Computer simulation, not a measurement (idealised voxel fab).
Module name: voxel wiring stack (process module)
Displayed cross-section: cut, width of 220 nm, square cells sized 5 nm.
A cross-section in this document is a grid of square cells, and it is written down as bands, the top band listed before the ones below it; a band is made up of one or more rows of cells.
Band entry format. Leading values: height of top, height of bottom, nm. Remainder: materials in left-to-right order, each with its width in nm. Special words: "all across" on a single material, which then fills the band edge to edge; "empty", empty space.
Beneath 0, the wafer as received is one material, and that level is where height counting begins. The lowest band goes on downward without a bottom; it is written like "0 -> down".
The expression "30->40" gives the width at the extremes of the band, the first number at its top row of cells and the second at its bottom row, with the width changing by equal amounts from each row to the next in between.
Where the words "all unchanged" appear for a step, the cross-section shows no cell changed by that step; every cell remained as before.
Look at "Internal closed voids" for the closed voids: empty spaces with no open path to the top, sized 8 cells or up. Each is width x height at distance, distance from the left edge, all nm.
Formally, on a step line, whatever follows the settings is a remark that the simulator itself makes on the step.
Each step line may optionally specify "overlay nm", which for a step with a mask gives the rightward distance between the mask's planned place and where it lay, a negative value indicating the leftward direction.

SO HERE'S THE LINEUP OF PROCESS STEPS WE PLANNED
step 1: op RECEIVE | material Si
step 2: op CONFORMAL_DEP | material SiO2 | thk nm 15
step 3: op CONFORMAL_DEP | material SiN | thk nm 5
step 4: op DIRECTIONAL_DEP | material SiO2 | thk nm 25
step 5: op MASKED_ETCH | tone open | mask id METAL_1 | width nm 25 | pitch nm 45 | etch materials SiO2 | depth nm 25 | overlay nm 0
step 6: op MASKED_ETCH | tone open | mask id METAL_1 | width nm 25 | pitch nm 45 | etch materials SiN | depth nm 5 | overlay nm 0
step 7: op CONFORMAL_DEP | material TiN | thk nm 5
step 8: op FILL_DEP | material Cu | thk nm 10
step 9: op CMP | height nm 45
step 10: op CONFORMAL_DEP | material SiCN | thk nm 5
step 11: op DIRECTIONAL_DEP | material SiO2 | thk nm 15
step 12: op MASKED_ETCH | tone open | mask id PLUG_1 | width nm 15 | pitch nm 45 | etch materials SiO2 | depth nm 15 | overlay nm 0
step 13: op MASKED_ETCH | tone open | mask id PLUG_1 | width nm 15 | pitch nm 45 | etch materials SiCN | depth nm 5 | overlay nm 0
step 14: op EPI | material Ru | thk nm 10
step 15: op EPI | material Ru | thk nm 10
step 16: op CONFORMAL_DEP | material SiN | thk nm 5
step 17: op DIRECTIONAL_DEP | material lowk | thk nm 20
step 18: op PATTERN | tone open | mask id METAL_2 | material resist | width nm 25 | pitch nm 45 | thk nm 20 | overlay nm 0
step 19: op DIRECTIONAL_ETCH | etch materials lowk | depth nm 20
step 20: op DIRECTIONAL_ETCH | etch materials SiN | depth nm 5
step 21: op STRIP | etch materials resist
step 22: op CONFORMAL_DEP | material TiN | thk nm 5
step 23: op FILL_DEP | material Cu | thk nm 10
step 24: op CMP | height nm 90
step 25: op CONFORMAL_DEP | material SiCN | thk nm 5
step 26: op DIRECTIONAL_DEP | material SiO2 | thk nm 30
step 27: op MASKED_ETCH | tone open | mask id METAL_3_HOLES | width nm 15 | pitch nm 45 | etch materials SiO2 | depth nm 30 | overlay nm 0
step 28: op MASKED_ETCH | tone open | mask id METAL_3 | width nm 25 | pitch nm 45 | etch materials SiO2 | depth nm 20 | overlay nm 0
step 29: op MASKED_ETCH | tone open | mask id METAL_3 | width nm 25 | pitch nm 45 | etch materials SiCN | depth nm 5 | overlay nm 0
step 30: op CONFORMAL_DEP | material TiN | thk nm 5
step 31: op FILL_DEP | material Cu | thk nm 10
step 32: op CMP | height nm 125
step 33: op CONFORMAL_DEP | material SiCN | thk nm 5
step 34: op DIRECTIONAL_DEP | material lowk | thk nm 25
step 35: op MASKED_ETCH | tone open | mask id METAL_4_HOLES | width nm 15 | pitch nm 90 | etch materials lowk | depth nm 25 | overlay nm 0
step 36: op PATTERN | tone open | mask id METAL_4 | material resist | width nm 25 | pitch nm 45 | thk nm 20 | overlay nm 0
step 37: op DIRECTIONAL_ETCH | etch materials lowk | depth nm 15
step 38: op DIRECTIONAL_ETCH | etch materials SiCN | depth nm 5
step 39: op STRIP | etch materials resist
step 40: op CONFORMAL_DEP | material TiN | thk nm 5
step 41: op FILL_DEP | material Cu | thk nm 10
step 42: op CMP | height nm 155
step 43: op CONFORMAL_DEP | material SiCN | thk nm 5

DELIVERED WAFER IN CROSS-SECTION: STATE AFTER STEP 1
  0 -> down = Si all across
  Internal closed voids: none

FIRST WAFER AT THE END, AS PLANNED
  160 -> 155 = SiCN all across
  155 -> 145 = 50 of lowk; 5 of TiN; 15 of Cu; 5 of TiN; 20 of lowk; 5 of TiN; 15 of Cu; 5 of TiN; 20 of lowk; 5 of TiN; 15 of Cu; 5 of TiN; 55 of lowk
  145 -> 140 = 50 of lowk; 5 of TiN; 5 of Cu; 15 of TiN; 20 of lowk; 25 of TiN; 20 of lowk; 5 of TiN; 5 of Cu; 15 of TiN; 55 of lowk
  140 -> 130 = 50 of lowk; 5 of TiN; 5 of Cu; 5 of TiN; 75 of lowk; 5 of TiN; 5 of Cu; 5 of TiN; 65 of lowk
  130 -> 125 = 50 of SiCN; 15 of TiN; 75 of SiCN; 15 of TiN; 65 of SiCN
  125 -> 110 = 50 of SiO2; 5 of TiN; 15 of Cu; 5 of TiN; 20 of SiO2; 5 of TiN; 15 of Cu; 5 of TiN; 20 of SiO2; 5 of TiN; 15 of Cu; 5 of TiN; 55 of SiO2
  110 -> 105 = 50 of SiO2; 5 of TiN; 5 of Cu; 15 of TiN; 20 of SiO2; 5 of TiN; 5 of Cu; 15 of TiN; 20 of SiO2; 5 of TiN; 5 of Cu; 15 of TiN; 55 of SiO2
  105 -> 95 = 50 of SiO2; 5 of TiN; 5 of Cu; 5 of TiN; 30 of SiO2; 5 of TiN; 5 of Cu; 5 of TiN; 30 of SiO2; 5 of TiN; 5 of Cu; 5 of TiN; 65 of SiO2
  95 -> 90 = 50 of SiCN; 15 of TiN; 30 of SiCN; 15 of TiN; 30 of SiCN; 15 of TiN; 65 of SiCN
  90 -> 70 = 50 of lowk; 5 of TiN; 15 of Cu; 5 of TiN; 20 of lowk; 5 of TiN; 15 of Cu; 5 of TiN; 20 of lowk; 5 of TiN; 15 of Cu; 5 of TiN; 55 of lowk
  70 -> 65 = 50 of SiN; 25 of TiN; 20 of SiN; 25 of TiN; 20 of SiN; 25 of TiN; 55 of SiN
  65 -> 50 = 50 of SiO2; 15 of Ru; 30 of SiO2; 15 of Ru; 30 of SiO2; 15 of Ru; 65 of SiO2
  50 -> 45 = 50 of SiCN; 15 of Ru; 30 of SiCN; 15 of Ru; 30 of SiCN; 15 of Ru; 65 of SiCN
  45 -> 20 = 50 of SiO2; 5 of TiN; 15 of Cu; 5 of TiN; 20 of SiO2; 5 of TiN; 15 of Cu; 5 of TiN; 20 of SiO2; 5 of TiN; 15 of Cu; 5 of TiN; 55 of SiO2
  20 -> 15 = 50 of SiN; 25 of TiN; 20 of SiN; 25 of TiN; 20 of SiN; 25 of TiN; 55 of SiN
  15 -> 0 = SiO2 all across
  0 -> down = Si all across
  Internal closed voids: none

WAFER TWO CROSS-SECTION, MODULE END. START AND PLAN UNCHANGED FROM WAFER ONE; ONE MISTAKE MADE DURING THE RUN
  160 -> 155 = SiCN all across
  155 -> 145 = 50 of lowk; 5 of TiN; 15 of Cu; 5 of TiN; 20 of lowk; 5 of TiN; 15 of Cu; 5 of TiN; 20 of lowk; 5 of TiN; 15 of Cu; 5 of TiN; 55 of lowk
  145 -> 140 = 50 of lowk; 5 of TiN; 5 of Cu; 15 of TiN; 20 of lowk; 25 of TiN; 20 of lowk; 5 of TiN; 5 of Cu; 15 of TiN; 55 of lowk
  140 -> 130 = 50 of lowk; 5 of TiN; 5 of Cu; 5 of TiN; 75 of lowk; 5 of TiN; 5 of Cu; 5 of TiN; 65 of lowk
  130 -> 125 = 50 of SiCN; 15 of TiN; 75 of SiCN; 15 of TiN; 65 of SiCN
  125 -> 110 = 50 of SiO2; 5 of TiN; 15 of Cu; 5 of TiN; 20 of SiO2; 5 of TiN; 15 of Cu; 5 of TiN; 20 of SiO2; 5 of TiN; 15 of Cu; 5 of TiN; 55 of SiO2
  110 -> 105 = 50 of SiO2; 5 of TiN; 5 of Cu; 15 of TiN; 20 of SiO2; 5 of TiN; 5 of Cu; 15 of TiN; 20 of SiO2; 5 of TiN; 5 of Cu; 15 of TiN; 55 of SiO2
  105 -> 95 = 50 of SiO2; 5 of TiN; 5 of Cu; 5 of TiN; 30 of SiO2; 5 of TiN; 5 of Cu; 5 of TiN; 30 of SiO2; 5 of TiN; 5 of Cu; 5 of TiN; 65 of SiO2
  95 -> 90 = 50 of SiCN; 15 of TiN; 30 of SiCN; 15 of TiN; 30 of SiCN; 15 of TiN; 65 of SiCN
  90 -> 85 = 55 of TiN; 15 of Cu; 30 of TiN; 15 of Cu; 30 of TiN; 15 of Cu; 60 of TiN
  85 -> 70 = 50 of lowk; 5 of TiN; 15 of Cu; 5 of TiN; 20 of lowk; 5 of TiN; 15 of Cu; 5 of TiN; 20 of lowk; 5 of TiN; 15 of Cu; 5 of TiN; 55 of lowk
  70 -> 65 = 50 of SiN; 25 of TiN; 20 of SiN; 25 of TiN; 20 of SiN; 25 of TiN; 55 of SiN
  65 -> 50 = 50 of SiO2; 15 of Ru; 30 of SiO2; 15 of Ru; 30 of SiO2; 15 of Ru; 65 of SiO2
  50 -> 45 = 50 of SiCN; 15 of Ru; 30 of SiCN; 15 of Ru; 30 of SiCN; 15 of Ru; 65 of SiCN
  45 -> 20 = 50 of SiO2; 5 of TiN; 15 of Cu; 5 of TiN; 20 of SiO2; 5 of TiN; 15 of Cu; 5 of TiN; 20 of SiO2; 5 of TiN; 15 of Cu; 5 of TiN; 55 of SiO2
  20 -> 15 = 50 of SiN; 25 of TiN; 20 of SiN; 25 of TiN; 20 of SiN; 25 of TiN; 55 of SiN
  15 -> 0 = SiO2 all across
  0 -> down = Si all across
  Internal closed voids: none
Processing error: step 17 was processed under conditions differing from the plan, specifically as op DIRECTIONAL_DEP | material lowk | thk nm 15
Once processing is complete, comparing cell counts shows that the second wafer has more or fewer of certain materials than the first: TiN: 29 more, lowk: 29 fewer
